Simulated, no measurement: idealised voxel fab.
The name of this process module is voxel ribs on slabs.
In the cross-section labelled cut, the width is 185 nm and each square cell is 5 nm.
Think of the cross-section as a grid of square cells. We describe it in bands, top to bottom, and each band covers one or more rows of those cells. Top, bottom (nm), then materials left to right with widths (nm); lone material tagged "throughout" fills the whole band edge to edge; "empty" = empty space. Note: height 0 marks the level under which the wafer is uniformly one material as received. Lowest band unbounded below, written "0..down". You'd read "30->40" like this: the band's top row of cells is as wide as the first number, its bottom row is as wide as the second, and going down, every row changes width by the same amount as the row before did. Take "no change occurred" at face value: in the step it is given for, the cross-section changed in none of its cells. So "Closed void roster" is basically the list of trapped voids: any empty space of 8 cells or more that can't reach the top through an opening. They're written width x height at distance, the distance being from the left edge, and it's all nm. Whatever follows a step's settings on its line is a remark the simulator itself makes about that step. "overlay nm" on a masked step: distance the mask lay right of its planned place, negative for left.
### Here's what the planned process steps look like
1,RECEIVE | material Si
2,DIRECTIONAL_DEP | material SiO2 | thk nm 25
3,DIRECTIONAL_DEP | material polySi | thk nm 15
4,PATTERN | tone cover | mask id RIB | material resist | width nm 15 | thk nm 20 | overlay nm 0
5,DIRECTIONAL_ETCH | etch materials polySi | depth nm 5
6,STRIP | etch materials resist
7,PATTERN | tone cover | mask id SLAB | material resist | width nm 55 | thk nm 20 | overlay nm 0
8,DIRECTIONAL_ETCH | etch materials polySi | depth nm 10
9,STRIP | etch materials resist
10,FILL_DEP | material SiO2 | thk nm 20
11,CMP | height nm 50
12,DIRECTIONAL_DEP | material TiN | thk nm 5
13,PATTERN | tone cover | mask id HEATER | material resist | width nm 25 | thk nm 20 | overlay nm 0
14,DIRECTIONAL_ETCH | etch materials TiN | depth nm 5
15,STRIP | etch materials resist
16,CONFORMAL_DEP | material SiO2 | thk nm 5
### Concerning the first of two wafers, which was run in accordance with the plan
### Received-state cross-section, reflecting completion of step 1
> 0..down | Si throughout
> Closed void roster: none
### The wafer, seen in cross-section, after step 2
> 25..0 | SiO2 throughout
> Under the height 0 nothing was changed.
### The wafer, seen in cross-section, after step 3
> 40..25 | polySi throughout
> Under the height 25 nothing was changed.
### The wafer, seen in cross-section, after step 4
> 60..40 | 85 nm empty; 15 nm resist; 85 nm empty
> Under the height 40 nothing was changed.
### The wafer, seen in cross-section, after step 5
> 60..40 | 85 nm empty; 15 nm resist; 85 nm empty
> 40..35 | 85 nm empty; 15 nm polySi; 85 nm empty
> Under the height 35 nothing was changed.
### The wafer, seen in cross-section, after step 6
> 40..35 | 85 nm empty; 15 nm polySi; 85 nm empty
> Under the height 35 nothing was changed.
### The wafer, seen in cross-section, after step 7
> 60..40 | 65 nm empty; 55 nm resist; 65 nm empty
> 40..35 | 65 nm empty; 20 nm resist; 15 nm polySi; 20 nm resist; 65 nm empty
> Under the height 35 nothing was changed.
### The wafer, seen in cross-section, after step 8
> 60..40 | 65 nm empty; 55 nm resist; 65 nm empty
> 40..35 | 65 nm empty; 20 nm resist; 15 nm polySi; 20 nm resist; 65 nm empty
> 35..25 | 65 nm empty; 55 nm polySi; 65 nm empty
> Under the height 25 nothing was changed.
### The wafer, seen in cross-section, after step 9
> 40..35 | 85 nm empty; 15 nm polySi; 85 nm empty
> Under the height 35 nothing was changed.
### The wafer, seen in cross-section, after step 10
> 60..40 | SiO2 throughout
> 40..35 | 85 nm SiO2; 15 nm polySi; 85 nm SiO2
> 35..25 | 65 nm SiO2; 55 nm polySi; 65 nm SiO2
> Under the height 25 nothing was changed.
### The wafer, seen in cross-section, after step 11
> 50..40 | SiO2 throughout
> Under the height 40 nothing was changed.
### The wafer, seen in cross-section, after step 12
> 55..50 | TiN throughout
> Under the height 50 nothing was changed.
### The wafer, seen in cross-section, after step 13
> 75..55 | 80 nm empty; 25 nm resist; 80 nm empty
> Under the height 55 nothing was changed.
### The wafer, seen in cross-section, after step 14
> 75..55 | 80 nm empty; 25 nm resist; 80 nm empty
> 55..50 | 80 nm empty; 25 nm TiN; 80 nm empty
> Under the height 50 nothing was changed.
### The wafer, seen in cross-section, after step 15
> 55..50 | 80 nm empty; 25 nm TiN; 80 nm empty
> Under the height 50 nothing was changed.
### The wafer, seen in cross-section, after step 16
> 60..55 | 75 nm empty; 35 nm SiO2; 75 nm empty
> 55..50 | 80 nm SiO2; 25 nm TiN; 80 nm SiO2
> Under the height 50 nothing was changed.
### second wafer: like start, like plan, one mistake. Through step 15 it matches the first wafer
Here is the second wafer in cross-section at the point where step 16 of the plan should have been done: no change occurred
So what did we get wrong on this run? plan step 16 never ran because it was skipped
Upon completion, the second wafer contains, in terms of cells, a greater or smaller amount of certain materials than the first wafer: -39 SiO2
